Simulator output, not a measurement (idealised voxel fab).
Process module, titled voxel plated lines
Xsec cut, 180 nm wide, square cell size 5 nm.
Format of a cross-section: grid, square cells. Given as bands. Order: top down. Band: one or more rows of cells.
In this notation a band is specified by the heights of its top and bottom, in that order and in nm, after which its materials appear from left to right, each paired with its width in nm. The word "all across" attached to a single material means that material fills the band from edge to edge; the word "air" stands for empty space.
We count height from 0. Below that, the starting wafer is all one material. The lowest band never ends at the bottom but goes on down; see "0 and below" for how that is written.
With a width like "30..40", each row of cells in the band differs from the next by the same amount, the top row carrying the first number and the bottom row the second.
Step marked "nothing changed"? Then no cell in the cross-section changed in it.
For the entry "Enclosed empty spaces", the listed items are empty spaces with no open way to the top whose size is 8 cells or more; each item follows the pattern width x height at distance, where distance is from the left edge and all three are in nm.
Note: text after step settings on the step line = simulator remark on that step.
Regarding "overlay nm": on a step with a mask, it is the distance the mask lay to the right of its planned place; a negative value places it to the left.
-- Set out below are the planned steps of the process
1: RECEIVE | material Si
2: CONFORMAL_DEP | material Al2O3 | thk nm 15
3: DIRECTIONAL_DEP | material TiN | thk nm 5
4: PATTERN | tone open | mask id LINES | material resist | width nm 15 | pitch nm 35 | thk nm 25 | overlay nm 0
5: EPI | material Ru | thk nm 10
6: EPI | material Ru | thk nm 10
7: STRIP | etch materials resist
8: DIRECTIONAL_ETCH | etch materials TiN | depth nm 5
9: CONFORMAL_DEP | material SiO2 | thk nm 10
-- Step 1 complete: cross-section of the wafer as received
	0 and below  Si all across
	Enclosed empty spaces: none
-- As-planned run: cross-section of the first of two wafers at end of module
	50 down to 40  55 nm air; 70 nm SiO2; 55 nm air
	40 down to 25  55 nm air; 10 nm SiO2; 15 nm Ru; 20 nm SiO2; 15 nm Ru; 10 nm SiO2; 55 nm air
	25 down to 20  65 nm SiO2; 15 nm Ru; 20 nm SiO2; 15 nm Ru; 65 nm SiO2
	20 down to 15  65 nm SiO2; 15 nm TiN; 20 nm SiO2; 15 nm TiN; 65 nm SiO2
	15 down to 0  Al2O3 all across
	0 and below  Si all across
	Enclosed empty spaces: none
-- The second wafer, shown in cross-section after the module: started the same way as the first and given the same plan, yet one mistake crept into how it was run
	50 down to 40  55 nm air; 70 nm SiO2; 55 nm air
	40 down to 25  55 nm air; 10 nm SiO2; 15 nm Ru; 20 nm SiO2; 15 nm Ru; 10 nm SiO2; 55 nm air
	25 down to 20  65 nm SiO2; 15 nm Ru; 20 nm SiO2; 15 nm Ru; 65 nm SiO2
	20 down to 15  65 nm SiO2; 15 nm TiN; 20 nm SiO2; 15 nm TiN; 65 nm SiO2
	15 down to 0  TiN all across
	0 and below  Si all across
	Enclosed empty spaces: none
What went wrong in running the wafer? contrary to plan, step 2 was performed as CONFORMAL_DEP | material TiN | thk nm 15
In the final state, the cell counts of the second wafer exceed or fall short of those of the first for the following materials: Al2O3: 108 fewer, TiN: 108 more
